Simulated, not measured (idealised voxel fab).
Documented hereafter: the process module known as voxel air gaps.
Cross-section cut: width 295 nm, square cells of 5 nm.
A cross-section is written here as square cells arranged in a grid, and it is given in bands from the top down, each band taking up one or more rows of cells.
For a band, the entry starts with two heights in nm, that of the top and then that of the bottom, and carries on with the band's materials in order from left to right, each alongside its width in nm; the word "all across" beside a single material means it fills the band edge to edge, and "empty" means empty space.
The level at which height equals 0 is the one under which the wafer, as it arrives, is entirely one material. No lower edge exists for the bottom band, which continues downward and is notated as in "z 0 and below".
When a width is written as two numbers, as in "30->40", the first number is the width in the top row of cells of the band and the second is the width in its bottom row, and the width changes by the same amount from each row to the next.
The cross-section has no changed cell in any step marked "nothing got changed".
"Enclosed internal cavities": sealed empty spaces, 8 cells or more, no open way to top, listed width x height at distance, with distance from the left edge and width, height and distance in nm.
Step line, after settings: the simulator's comment on this step.
overlay nm: how far to the right of its planned place the mask lay on this masked step (negative: to the left).
-- Planned step list for the process
1. RECEIVE,material Si
2. CONFORMAL_DEP,material SiO2,thk nm 15
3. CONFORMAL_DEP,material SiN,thk nm 5
4. DIRECTIONAL_DEP,material lowk,thk nm 35
5. MASKED_ETCH,tone open,mask id LINES,width nm 20,pitch nm 50,etch materials lowk,depth nm 35,overlay nm 0
6. CONFORMAL_DEP,material TiN,thk nm 5
7. FILL_DEP,material Cu,thk nm 5
8. CMP,height nm 55
9. EPI,material Ru,thk nm 10
10. SELECTIVE_ETCH,etch materials lowk,depth nm 45
11. CONFORMAL_DEP,material SiN,thk nm 5
-- Cross-section of the wafer as it came to us, i.e., already through step 1
  z 0 and below  Si all across
  Enclosed internal cavities: none
-- Post-module cross-section: identical start and plan to those above, one misstep in execution
  z 70 to 65  empty=80, then SiN=150, then empty=65
  z 65 to 55  empty=80, then SiN=5, then Ru=40, then SiN=10, then Ru=40, then SiN=10, then Ru=40, then SiN=5, then empty=65
  z 55 to 50  empty=80, then SiN=15, then TiN=5, then Cu=10, then TiN=5, then SiN=30, then TiN=5, then Cu=10, then TiN=5, then SiN=30, then TiN=5, then Cu=10, then TiN=5, then SiN=15, then empty=65
  z 50 to 25  empty=90, then SiN=5, then TiN=5, then Cu=10, then TiN=5, then SiN=5, then empty=20, then SiN=5, then TiN=5, then Cu=10, then TiN=5, then SiN=5, then empty=20, then SiN=5, then TiN=5, then Cu=10, then TiN=5, then SiN=5, then empty=75
  z 25 to 20  SiN=95, then TiN=20, then SiN=30, then TiN=20, then SiN=30, then TiN=20, then SiN=80
  z 20 to 15  SiN all across
  z 15 to 0  SiO2 all across
  z 0 and below  Si all across
  Enclosed internal cavities: 20 x 25 at 120; 20 x 25 at 170
Want to know what went wrong? heads up, step 5 didn't go per plan, it actually ran as MASKED_ETCH,tone open,mask id LINES,width nm 20,pitch nm 50,etch materials lowk,depth nm 35,overlay nm 10
